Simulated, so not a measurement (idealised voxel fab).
Process module, titled voxel air gaps
In the cross-section labelled cut, the width is 170 nm and each square cell is 5 nm.
Square cells in a grid make up a cross-section in this document, and the grid is given as bands, listed from the top down, each one or more rows of cells.
Heads up on the band format: heights come first, top then bottom, in nm. After that it's the materials left to right, each with its width in nm. A single material flagged "all across" fills the whole band edge to edge, and "empty" means there's empty space there.
Where do heights start? At 0: under that level the wafer as delivered is made of one material only. And the lowest band has no floor; it just carries on downward, as in "0 and below".
When a width is written as two numbers, as in "30 to 40", the first number is the width in the top row of cells of the band and the second is the width in its bottom row, and the width changes by the same amount from each row to the next.
The designation "no modifications", where it is given for a processing step, indicates that no cell of the cross-section was altered in the course of that step.
Empty spaces counting at least 8 cells and having no open way to the top are listed in "Cavities, closed". The notation width x height at distance is used for each, the distance being from the left edge and all three values in nm.
What comes after the settings on a step's line is commentary from the simulator itself on that step.
overlay nm: mask right of planned place by this much (step with mask). Neg. = left.

The planned process steps are enumerated hereunder
step 1: RECEIVE: material Si
step 2: CONFORMAL_DEP: material SiO2, thk nm 10
step 3: CONFORMAL_DEP: material SiN, thk nm 5
step 4: DIRECTIONAL_DEP: material lowk, thk nm 40
step 5: DIRECTIONAL_DEP: material aC, thk nm 10
step 6: PATTERN: tone open, mask id LINES, material resist, width nm 20, pitch nm 45, thk nm 25, overlay nm 0
step 7: DIRECTIONAL_ETCH: etch materials aC, depth nm 10
step 8: STRIP: etch materials resist
step 9: DIRECTIONAL_ETCH: etch materials lowk, depth nm 40
step 10: STRIP: etch materials aC
step 11: CONFORMAL_DEP: material TiN, thk nm 5
step 12: FILL_DEP: material Ru, thk nm 10
step 13: CMP: height nm 55
step 14: EPI: material Ru, thk nm 10
step 15: SELECTIVE_ETCH: etch materials lowk, depth nm 50
step 16: CONFORMAL_DEP: material SiCN, thk nm 5

As-received wafer cross-section (after step 1)
0 and below = Si all across
Cavities, closed: none

First wafer at the end, as planned
70 down to 65 = 15 empty  140 SiCN  15 empty
65 down to 55 = 15 empty  5 SiCN  40 Ru  5 SiCN  40 Ru  5 SiCN  40 Ru  5 SiCN  15 empty
55 down to 50 = 15 empty  15 SiCN  5 TiN  10 Ru  5 TiN  25 SiCN  5 TiN  10 Ru  5 TiN  25 SiCN  5 TiN  10 Ru  5 TiN  15 SiCN  15 empty
50 down to 20 = 25 empty  5 SiCN  5 TiN  10 Ru  5 TiN  5 SiCN  15 empty  5 SiCN  5 TiN  10 Ru  5 TiN  5 SiCN  15 empty  5 SiCN  5 TiN  10 Ru  5 TiN  5 SiCN  25 empty
20 down to 15 = 30 SiCN  20 TiN  25 SiCN  20 TiN  25 SiCN  20 TiN  30 SiCN
15 down to 10 = SiN all across
10 down to 0 = SiO2 all across
0 and below = Si all across
Cavities, closed: 15 x 30 at 55; 15 x 30 at 100

Wafer two, end of module, cross-section. Same start, same plan as wafer one. One mistake in the run
70 down to 65 = SiCN all across
65 down to 55 = Ru all across
55 down to 50 = 35 TiN  10 Ru  35 TiN  10 Ru  35 TiN  10 Ru  35 TiN
50 down to 15 = 30 lowk  5 TiN  10 Ru  5 TiN  25 lowk  5 TiN  10 Ru  5 TiN  25 lowk  5 TiN  10 Ru  5 TiN  30 lowk
15 down to 10 = 30 lowk  20 TiN  25 lowk  20 TiN  25 lowk  20 TiN  30 lowk
10 down to 0 = SiO2 all across
0 and below = Si all across
Cavities, closed: none
Here's what went sideways: plan step 3 was not performed, having been skipped
The final cell counts differ between the wafers, with the second having more or fewer of some materials than the first: 26 more of Ru; 76 fewer of SiCN; 34 fewer of SiN; 28 more of TiN; 176 more of lowk
Note - end result: 2 closed voids (first wafer), 0 closed voids (second wafer).
